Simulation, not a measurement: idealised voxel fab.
process module | voxel wiring stack
cross-section cut | 290 nm wide | cells 5 nm
A cross-section is a grid of square cells, given in bands from the top down. A band is one or more rows of cells.
Each band's line starts with the height of the band's top and of its bottom, in nm. Then come its materials from left to right, each with its width in nm. One material with "throughout" fills the band from edge to edge. "air" is empty space.
Height 0 is the level under which the wafer as received is all one material. The lowest band goes on downwards, as in "0 down".
A width such as "30 to 40" changes by the same amount from each row of cells to the next, from the band's top row to its bottom row.
"no change" after a step means that no cell of the cross-section changed.
closed voids: empty space of 8 cells or more with no open way to the top, each as width x height at its distance from the left edge, in nm
after a step's settings: what the simulator itself notes on the step
overlay nm, on a step with a mask: how far to the right of its planned place the mask lay; to the left if negative
plan
1 op RECEIVE | material Si
2 op CONFORMAL_DEP | material SiO2 | thk nm 15
3 op DIRECTIONAL_DEP | material TiN | thk nm 5
4 op DIRECTIONAL_DEP | material Ru | thk nm 25
5 op DIRECTIONAL_DEP | material aC | thk nm 10
6 op PATTERN | tone cover | mask id METAL_1 | material resist | width nm 25 | pitch nm 40 | thk nm 30 | overlay nm 0
7 op DIRECTIONAL_ETCH | etch materials aC | depth nm 10
8 op STRIP | etch materials resist
9 op DIRECTIONAL_ETCH | etch materials Ru | depth nm 25
10 op DIRECTIONAL_ETCH | etch materials TiN | depth nm 5
11 op STRIP | etch materials aC
12 op FILL_DEP | material lowk | thk nm 10
13 op CMP | height nm 45
14 op CONFORMAL_DEP | material SiCN | thk nm 5
15 op DIRECTIONAL_DEP | material SiO2 | thk nm 20
16 op PATTERN | tone open | mask id PLUG_1 | material resist | width nm 15 | pitch nm 40 | thk nm 20 | overlay nm 0
17 op DIRECTIONAL_ETCH | etch materials SiO2 | depth nm 20
18 op DIRECTIONAL_ETCH | etch materials SiCN | depth nm 5
19 op STRIP | etch materials resist
20 op EPI | material Ru | thk nm 10
21 op EPI | material Ru | thk nm 10
22 op EPI | material Ru | thk nm 5
23 op DIRECTIONAL_DEP | material TiN | thk nm 5
24 op DIRECTIONAL_DEP | material Ru | thk nm 20
25 op DIRECTIONAL_DEP | material aC | thk nm 15
26 op PATTERN | tone cover | mask id METAL_2 | material resist | width nm 25 | pitch nm 40 | thk nm 30 | overlay nm 0
27 op DIRECTIONAL_ETCH | etch materials aC | depth nm 15
28 op STRIP | etch materials resist
29 op DIRECTIONAL_ETCH | etch materials Ru | depth nm 20
30 op DIRECTIONAL_ETCH | etch materials TiN | depth nm 5
31 op STRIP | etch materials aC
32 op FILL_DEP | material lowk | thk nm 10
33 op CMP | height nm 95
34 op CONFORMAL_DEP | material SiCN | thk nm 5
35 op DIRECTIONAL_DEP | material SiO2 | thk nm 30
36 op DIRECTIONAL_DEP | material aC | thk nm 10
37 op PATTERN | tone open | mask id METAL_3 | material resist | width nm 25 | pitch nm 40 | thk nm 25 | overlay nm 0
38 op DIRECTIONAL_ETCH | etch materials aC | depth nm 10
39 op STRIP | etch materials resist
40 op DIRECTIONAL_ETCH | etch materials SiO2 | depth nm 15
41 op STRIP | etch materials aC
42 op PATTERN | tone open | mask id METAL_3_HOLES | material resist | width nm 15 | thk nm 15 | overlay nm 0
43 op DIRECTIONAL_ETCH | etch materials SiO2 | depth nm 15
44 op DIRECTIONAL_ETCH | etch materials SiCN | depth nm 5
45 op STRIP | etch materials resist
46 op CONFORMAL_DEP | material TiN | thk nm 5
47 op FILL_DEP | material Cu | thk nm 5
48 op CMP | height nm 130
49 op CONFORMAL_DEP | material SiCN | thk nm 5
50 op DIRECTIONAL_DEP | material SiO2 | thk nm 25
51 op MASKED_ETCH | tone open | mask id METAL_4_HOLES | width nm 15 | pitch nm 40 | etch materials SiO2 | depth nm 25 | overlay nm 0
52 op PATTERN | tone open | mask id METAL_4 | material resist | width nm 25 | pitch nm 40 | thk nm 20 | overlay nm 0
53 op DIRECTIONAL_ETCH | etch materials SiO2 | depth nm 15
54 op DIRECTIONAL_ETCH | etch materials SiCN | depth nm 5
55 op STRIP | etch materials resist
56 op CONFORMAL_DEP | material TiN | thk nm 5
57 op FILL_DEP | material Cu | thk nm 5
58 op CMP | height nm 160
59 op CONFORMAL_DEP | material SiCN | thk nm 5
first wafer, as planned
as received, after step 1
  0 down: Si throughout
  closed voids: none
after step 2
  15 to 0: SiO2 throughout
  below 0: unchanged
after step 3
  20 to 15: TiN throughout
  below 15: unchanged
after step 4
  45 to 20: Ru throughout
  below 20: unchanged
after step 5
  55 to 45: aC throughout
  below 45: unchanged
after step 6
  85 to 55: air 110 | resist 25 | air 15 | resist 25 | air 115
  below 55: unchanged
after step 7
  75 to 55: air 110 | resist 25 | air 15 | resist 25 | air 115
  55 to 45: air 110 | aC 25 | air 15 | aC 25 | air 115
  below 45: unchanged
after step 8
  55 to 45: air 110 | aC 25 | air 15 | aC 25 | air 115
  below 45: unchanged
after step 9
  55 to 45: air 110 | aC 25 | air 15 | aC 25 | air 115
  45 to 20: air 110 | Ru 25 | air 15 | Ru 25 | air 115
  below 20: unchanged
after step 10
  55 to 45: air 110 | aC 25 | air 15 | aC 25 | air 115
  45 to 20: air 110 | Ru 25 | air 15 | Ru 25 | air 115
  20 to 15: air 110 | TiN 25 | air 15 | TiN 25 | air 115
  below 15: unchanged
after step 11
  45 to 20: air 110 | Ru 25 | air 15 | Ru 25 | air 115
  below 20: unchanged
after step 12
  55 to 45: lowk throughout
  45 to 20: lowk 110 | Ru 25 | lowk 15 | Ru 25 | lowk 115
  20 to 15: lowk 110 | TiN 25 | lowk 15 | TiN 25 | lowk 115
  below 15: unchanged
after step 13
  45 to 20: lowk 110 | Ru 25 | lowk 15 | Ru 25 | lowk 115
  below 20: unchanged
after step 14
  50 to 45: SiCN throughout
  below 45: unchanged
after step 15
  70 to 50: SiO2 throughout
  below 50: unchanged
after step 16
  90 to 70: resist 110 | air 15 | resist 25 | air 15 | resist 125
  below 70: unchanged
after step 17
  90 to 70: resist 110 | air 15 | resist 25 | air 15 | resist 125
  70 to 50: SiO2 110 | air 15 | SiO2 25 | air 15 | SiO2 125
  below 50: unchanged
after step 18
  90 to 70: resist 110 | air 15 | resist 25 | air 15 | resist 125
  70 to 50: SiO2 110 | air 15 | SiO2 25 | air 15 | SiO2 125
  50 to 45: SiCN 110 | air 15 | SiCN 25 | air 15 | SiCN 125
  below 45: unchanged
after step 19
  70 to 50: SiO2 110 | air 15 | SiO2 25 | air 15 | SiO2 125
  below 50: unchanged
after step 20
  70 to 55: SiO2 110 | air 15 | SiO2 25 | air 15 | SiO2 125
  55 to 50: SiO2 110 | Ru 15 | SiO2 25 | Ru 15 | SiO2 125
  50 to 45: SiCN 110 | Ru 15 | SiCN 25 | Ru 15 | SiCN 125
  below 45: unchanged
after step 21
  70 to 65: SiO2 110 | air 15 | SiO2 25 | air 15 | SiO2 125
  65 to 50: SiO2 110 | Ru 15 | SiO2 25 | Ru 15 | SiO2 125
  below 50: unchanged
after step 22
  70 to 50: SiO2 110 | Ru 15 | SiO2 25 | Ru 15 | SiO2 125
  below 50: unchanged
after step 23
  75 to 70: TiN throughout
  below 70: unchanged
after step 24
  95 to 75: Ru throughout
  below 75: unchanged
after step 25
  110 to 95: aC throughout
  below 95: unchanged
after step 26
  140 to 110: air 110 | resist 25 | air 15 | resist 25 | air 115
  below 110: unchanged
after step 27
  125 to 110: air 110 | resist 25 | air 15 | resist 25 | air 115
  110 to 95: air 110 | aC 25 | air 15 | aC 25 | air 115
  below 95: unchanged
after step 28
  110 to 95: air 110 | aC 25 | air 15 | aC 25 | air 115
  below 95: unchanged
after step 29
  110 to 95: air 110 | aC 25 | air 15 | aC 25 | air 115
  95 to 75: air 110 | Ru 25 | air 15 | Ru 25 | air 115
  below 75: unchanged
after step 30
  110 to 95: air 110 | aC 25 | air 15 | aC 25 | air 115
  95 to 75: air 110 | Ru 25 | air 15 | Ru 25 | air 115
  75 to 70: air 110 | TiN 25 | air 15 | TiN 25 | air 115
  below 70: unchanged
after step 31
  95 to 75: air 110 | Ru 25 | air 15 | Ru 25 | air 115
  below 75: unchanged
after step 32
  105 to 95: lowk throughout
  95 to 75: lowk 110 | Ru 25 | lowk 15 | Ru 25 | lowk 115
  75 to 70: lowk 110 | TiN 25 | lowk 15 | TiN 25 | lowk 115
  below 70: unchanged
after step 33
  95 to 75: lowk 110 | Ru 25 | lowk 15 | Ru 25 | lowk 115
  below 75: unchanged
after step 34
  100 to 95: SiCN throughout
  below 95: unchanged
after step 35
  130 to 100: SiO2 throughout
  below 100: unchanged
after step 36
  140 to 130: aC throughout
  below 130: unchanged
after step 37
  165 to 140: resist 110 | air 25 | resist 15 | air 25 | resist 115
  below 140: unchanged
after step 38
  155 to 140: resist 110 | air 25 | resist 15 | air 25 | resist 115
  140 to 130: aC 110 | air 25 | aC 15 | air 25 | aC 115
  below 130: unchanged
after step 39
  140 to 130: aC 110 | air 25 | aC 15 | air 25 | aC 115
  below 130: unchanged
after step 40
  140 to 130: aC 110 | air 25 | aC 15 | air 25 | aC 115
  130 to 115: SiO2 110 | air 25 | SiO2 15 | air 25 | SiO2 115
  below 115: unchanged
after step 41
  130 to 115: SiO2 110 | air 25 | SiO2 15 | air 25 | SiO2 115
  below 115: unchanged
after step 42
  145 to 130: resist 110 | air 15 | resist 165
  130 to 115: SiO2 110 | air 15 | resist 10 | SiO2 15 | resist 25 | SiO2 115
  below 115: unchanged
after step 43
  145 to 130: resist 110 | air 15 | resist 165
  130 to 115: SiO2 110 | air 15 | resist 10 | SiO2 15 | resist 25 | SiO2 115
  115 to 100: SiO2 110 | air 15 | SiO2 165
  below 100: unchanged
after step 44
  145 to 130: resist 110 | air 15 | resist 165
  130 to 115: SiO2 110 | air 15 | resist 10 | SiO2 15 | resist 25 | SiO2 115
  115 to 100: SiO2 110 | air 15 | SiO2 165
  100 to 95: SiCN 110 | air 15 | SiCN 165
  below 95: unchanged
after step 45
  130 to 115: SiO2 110 | air 25 | SiO2 15 | air 25 | SiO2 115
  below 115: unchanged
after step 46
  135 to 130: TiN 115 | air 15 | TiN 25 | air 15 | TiN 120
  130 to 120: SiO2 110 | TiN 5 | air 15 | TiN 5 | SiO2 15 | TiN 5 | air 15 | TiN 5 | SiO2 115
  120 to 115: SiO2 110 | TiN 5 | air 5 | TiN 15 | SiO2 15 | TiN 25 | SiO2 115
  115 to 100: SiO2 110 | TiN 5 | air 5 | TiN 5 | SiO2 165
  100 to 95: SiCN 110 | TiN 15 | SiCN 165
  below 95: unchanged
after step 47
  140 to 135: Cu throughout
  135 to 130: TiN 115 | Cu 15 | TiN 25 | Cu 15 | TiN 120
  130 to 120: SiO2 110 | TiN 5 | Cu 15 | TiN 5 | SiO2 15 | TiN 5 | Cu 15 | TiN 5 | SiO2 115
  120 to 115: SiO2 110 | TiN 5 | Cu 5 | TiN 15 | SiO2 15 | TiN 25 | SiO2 115
  115 to 100: SiO2 110 | TiN 5 | Cu 5 | TiN 5 | SiO2 165
  below 100: unchanged
after step 48
  130 to 120: SiO2 110 | TiN 5 | Cu 15 | TiN 5 | SiO2 15 | TiN 5 | Cu 15 | TiN 5 | SiO2 115
  below 120: unchanged
after step 49
  135 to 130: SiCN throughout
  below 130: unchanged
after step 50
  160 to 135: SiO2 throughout
  below 135: unchanged
after step 51
  160 to 135: SiO2 110 | air 15 | SiO2 25 | air 15 | SiO2 125
  below 135: unchanged
after step 52
  180 to 160: resist 110 | air 25 | resist 15 | air 25 | resist 115
  below 160: unchanged
after step 53
  180 to 160: resist 110 | air 25 | resist 15 | air 25 | resist 115
  160 to 145: SiO2 110 | air 25 | SiO2 15 | air 25 | SiO2 115
  below 145: unchanged
after step 54
  180 to 160: resist 110 | air 25 | resist 15 | air 25 | resist 115
  160 to 145: SiO2 110 | air 25 | SiO2 15 | air 25 | SiO2 115
  145 to 135: SiO2 110 | air 15 | SiO2 25 | air 15 | SiO2 125
  135 to 130: SiCN 110 | air 15 | SiCN 25 | air 15 | SiCN 125
  below 130: unchanged
after step 55
  160 to 145: SiO2 110 | air 25 | SiO2 15 | air 25 | SiO2 115
  below 145: unchanged
after step 56
  165 to 160: TiN 115 | air 15 | TiN 25 | air 15 | TiN 120
  160 to 150: SiO2 110 | TiN 5 | air 15 | TiN 5 | SiO2 15 | TiN 5 | air 15 | TiN 5 | SiO2 115
  150 to 145: SiO2 110 | TiN 5 | air 5 | TiN 15 | SiO2 15 | TiN 5 | air 5 | TiN 15 | SiO2 115
  145 to 135: SiO2 110 | TiN 5 | air 5 | TiN 5 | SiO2 25 | TiN 5 | air 5 | TiN 5 | SiO2 125
  135 to 130: SiCN 110 | TiN 15 | SiCN 25 | TiN 15 | SiCN 125
  below 130: unchanged
after step 57
  170 to 165: Cu throughout
  165 to 160: TiN 115 | Cu 15 | TiN 25 | Cu 15 | TiN 120
  160 to 150: SiO2 110 | TiN 5 | Cu 15 | TiN 5 | SiO2 15 | TiN 5 | Cu 15 | TiN 5 | SiO2 115
  150 to 145: SiO2 110 | TiN 5 | Cu 5 | TiN 15 | SiO2 15 | TiN 5 | Cu 5 | TiN 15 | SiO2 115
  145 to 135: SiO2 110 | TiN 5 | Cu 5 | TiN 5 | SiO2 25 | TiN 5 | Cu 5 | TiN 5 | SiO2 125
  below 135: unchanged
after step 58
  160 to 150: SiO2 110 | TiN 5 | Cu 15 | TiN 5 | SiO2 15 | TiN 5 | Cu 15 | TiN 5 | SiO2 115
  below 150: unchanged
after step 59
  165 to 160: SiCN throughout
  below 160: unchanged
second wafer: like start, like plan, one mistake. Through step 19 it matches the first wafer
when step 21 should have ended
  70 to 55: SiO2 110 | air 15 | SiO2 25 | air 15 | SiO2 125
  55 to 50: SiO2 110 | Ru 15 | SiO2 25 | Ru 15 | SiO2 125
  50 to 45: SiCN 110 | Ru 15 | SiCN 25 | Ru 15 | SiCN 125
  below 45: unchanged
when step 22 should have ended
  70 to 60: SiO2 110 | air 15 | SiO2 25 | air 15 | SiO2 125
  60 to 50: SiO2 110 | Ru 15 | SiO2 25 | Ru 15 | SiO2 125
  below 50: unchanged
when step 23 should have ended
  75 to 70: TiN 110 | air 15 | TiN 25 | air 15 | TiN 125
  70 to 65: SiO2 110 | air 15 | SiO2 25 | air 15 | SiO2 125
  65 to 60: SiO2 110 | TiN 15 | SiO2 25 | TiN 15 | SiO2 125
  below 60: unchanged
when step 24 should have ended
  95 to 85: Ru 110 | air 15 | Ru 25 | air 15 | Ru 125
  85 to 75: Ru throughout
  75 to 70: TiN 110 | Ru 15 | TiN 25 | Ru 15 | TiN 125
  70 to 65: SiO2 110 | Ru 15 | SiO2 25 | Ru 15 | SiO2 125
  below 65: unchanged
when step 25 should have ended
  110 to 100: aC 110 | air 15 | aC 25 | air 15 | aC 125
  100 to 95: aC throughout
  95 to 85: Ru 110 | aC 15 | Ru 25 | aC 15 | Ru 125
  below 85: unchanged
when step 26 should have ended
  140 to 110: air 110 | resist 25 | air 15 | resist 25 | air 115
  110 to 100: aC 110 | resist 15 | aC 25 | resist 15 | aC 125
  below 100: unchanged
when step 27 should have ended
  125 to 110: air 110 | resist 25 | air 15 | resist 25 | air 115
  110 to 100: air 110 | resist 15 | aC 10 | air 15 | resist 15 | aC 10 | air 115
  100 to 95: air 110 | aC 25 | air 15 | aC 25 | air 115
  below 95: unchanged
when step 28 should have ended
  110 to 100: air 125 | aC 10 | air 30 | aC 10 | air 115
  below 100: unchanged
when step 29 should have ended
  110 to 100: air 125 | aC 10 | air 30 | aC 10 | air 115
  100 to 95: air 110 | aC 25 | air 15 | aC 25 | air 115
  95 to 85: air 110 | aC 15 | Ru 10 | air 15 | aC 15 | Ru 10 | air 115
  85 to 75: air 110 | Ru 25 | air 15 | Ru 25 | air 115
  below 75: unchanged
when step 30 should have ended
  110 to 100: air 125 | aC 10 | air 30 | aC 10 | air 115
  100 to 95: air 110 | aC 25 | air 15 | aC 25 | air 115
  95 to 85: air 110 | aC 15 | Ru 10 | air 15 | aC 15 | Ru 10 | air 115
  85 to 75: air 110 | Ru 25 | air 15 | Ru 25 | air 115
  75 to 70: air 110 | Ru 15 | TiN 10 | air 15 | Ru 15 | TiN 10 | air 115
  below 70: unchanged
when step 31 should have ended
  95 to 85: air 125 | Ru 10 | air 30 | Ru 10 | air 115
  below 85: unchanged
when step 32 should have ended
  105 to 95: lowk throughout
  95 to 85: lowk 125 | Ru 10 | lowk 30 | Ru 10 | lowk 115
  85 to 75: lowk 110 | Ru 25 | lowk 15 | Ru 25 | lowk 115
  75 to 70: lowk 110 | Ru 15 | TiN 10 | lowk 15 | Ru 15 | TiN 10 | lowk 115
  below 70: unchanged
when step 33 should have ended
  95 to 85: lowk 125 | Ru 10 | lowk 30 | Ru 10 | lowk 115
  below 85: unchanged
when step 34 should have ended
  100 to 95: SiCN throughout
  below 95: unchanged
when step 35 should have ended
  130 to 100: SiO2 throughout
  below 100: unchanged
when step 36 should have ended
  140 to 130: aC throughout
  below 130: unchanged
when step 37 should have ended
  165 to 140: resist 110 | air 25 | resist 15 | air 25 | resist 115
  below 140: unchanged
when step 38 should have ended
  155 to 140: resist 110 | air 25 | resist 15 | air 25 | resist 115
  140 to 130: aC 110 | air 25 | aC 15 | air 25 | aC 115
  below 130: unchanged
when step 39 should have ended
  140 to 130: aC 110 | air 25 | aC 15 | air 25 | aC 115
  below 130: unchanged
when step 40 should have ended
  140 to 130: aC 110 | air 25 | aC 15 | air 25 | aC 115
  130 to 115: SiO2 110 | air 25 | SiO2 15 | air 25 | SiO2 115
  below 115: unchanged
when step 41 should have ended
  130 to 115: SiO2 110 | air 25 | SiO2 15 | air 25 | SiO2 115
  below 115: unchanged
when step 42 should have ended
  145 to 130: resist 110 | air 15 | resist 165
  130 to 115: SiO2 110 | air 15 | resist 10 | SiO2 15 | resist 25 | SiO2 115
  below 115: unchanged
when step 43 should have ended
  145 to 130: resist 110 | air 15 | resist 165
  130 to 115: SiO2 110 | air 15 | resist 10 | SiO2 15 | resist 25 | SiO2 115
  115 to 100: SiO2 110 | air 15 | SiO2 165
  below 100: unchanged
when step 44 should have ended
  145 to 130: resist 110 | air 15 | resist 165
  130 to 115: SiO2 110 | air 15 | resist 10 | SiO2 15 | resist 25 | SiO2 115
  115 to 100: SiO2 110 | air 15 | SiO2 165
  100 to 95: SiCN 110 | air 15 | SiCN 165
  below 95: unchanged
when step 45 should have ended
  130 to 115: SiO2 110 | air 25 | SiO2 15 | air 25 | SiO2 115
  below 115: unchanged
when step 46 should have ended
  135 to 130: TiN 115 | air 15 | TiN 25 | air 15 | TiN 120
  130 to 120: SiO2 110 | TiN 5 | air 15 | TiN 5 | SiO2 15 | TiN 5 | air 15 | TiN 5 | SiO2 115
  120 to 115: SiO2 110 | TiN 5 | air 5 | TiN 15 | SiO2 15 | TiN 25 | SiO2 115
  115 to 100: SiO2 110 | TiN 5 | air 5 | TiN 5 | SiO2 165
  100 to 95: SiCN 110 | TiN 15 | SiCN 165
  below 95: unchanged
when step 47 should have ended
  140 to 135: Cu throughout
  135 to 130: TiN 115 | Cu 15 | TiN 25 | Cu 15 | TiN 120
  130 to 120: SiO2 110 | TiN 5 | Cu 15 | TiN 5 | SiO2 15 | TiN 5 | Cu 15 | TiN 5 | SiO2 115
  120 to 115: SiO2 110 | TiN 5 | Cu 5 | TiN 15 | SiO2 15 | TiN 25 | SiO2 115
  115 to 100: SiO2 110 | TiN 5 | Cu 5 | TiN 5 | SiO2 165
  below 100: unchanged
when step 48 should have ended
  130 to 120: SiO2 110 | TiN 5 | Cu 15 | TiN 5 | SiO2 15 | TiN 5 | Cu 15 | TiN 5 | SiO2 115
  below 120: unchanged
when step 49 should have ended
  135 to 130: SiCN throughout
  below 130: unchanged
when step 50 should have ended
  160 to 135: SiO2 throughout
  below 135: unchanged
when step 51 should have ended
  160 to 135: SiO2 110 | air 15 | SiO2 25 | air 15 | SiO2 125
  below 135: unchanged
when step 52 should have ended
  180 to 160: resist 110 | air 25 | resist 15 | air 25 | resist 115
  below 160: unchanged
when step 53 should have ended
  180 to 160: resist 110 | air 25 | resist 15 | air 25 | resist 115
  160 to 145: SiO2 110 | air 25 | SiO2 15 | air 25 | SiO2 115
  below 145: unchanged
when step 54 should have ended
  180 to 160: resist 110 | air 25 | resist 15 | air 25 | resist 115
  160 to 145: SiO2 110 | air 25 | SiO2 15 | air 25 | SiO2 115
  145 to 135: SiO2 110 | air 15 | SiO2 25 | air 15 | SiO2 125
  135 to 130: SiCN 110 | air 15 | SiCN 25 | air 15 | SiCN 125
  below 130: unchanged
when step 55 should have ended
  160 to 145: SiO2 110 | air 25 | SiO2 15 | air 25 | SiO2 115
  below 145: unchanged
when step 56 should have ended
  165 to 160: TiN 115 | air 15 | TiN 25 | air 15 | TiN 120
  160 to 150: SiO2 110 | TiN 5 | air 15 | TiN 5 | SiO2 15 | TiN 5 | air 15 | TiN 5 | SiO2 115
  150 to 145: SiO2 110 | TiN 5 | air 5 | TiN 15 | SiO2 15 | TiN 5 | air 5 | TiN 15 | SiO2 115
  145 to 135: SiO2 110 | TiN 5 | air 5 | TiN 5 | SiO2 25 | TiN 5 | air 5 | TiN 5 | SiO2 125
  135 to 130: SiCN 110 | TiN 15 | SiCN 25 | TiN 15 | SiCN 125
  below 130: unchanged
when step 57 should have ended
  170 to 165: Cu throughout
  165 to 160: TiN 115 | Cu 15 | TiN 25 | Cu 15 | TiN 120
  160 to 150: SiO2 110 | TiN 5 | Cu 15 | TiN 5 | SiO2 15 | TiN 5 | Cu 15 | TiN 5 | SiO2 115
  150 to 145: SiO2 110 | TiN 5 | Cu 5 | TiN 15 | SiO2 15 | TiN 5 | Cu 5 | TiN 15 | SiO2 115
  145 to 135: SiO2 110 | TiN 5 | Cu 5 | TiN 5 | SiO2 25 | TiN 5 | Cu 5 | TiN 5 | SiO2 125
  below 135: unchanged
when step 58 should have ended
  160 to 150: SiO2 110 | TiN 5 | Cu 15 | TiN 5 | SiO2 15 | TiN 5 | Cu 15 | TiN 5 | SiO2 115
  below 150: unchanged
when step 59 should have ended
  165 to 160: SiCN throughout
  below 160: unchanged
what went wrong: one of the steps 20 and 21, which are alike, was left out
at the end the second wafer has, in cells: 12 fewer of Ru | 12 more of lowk
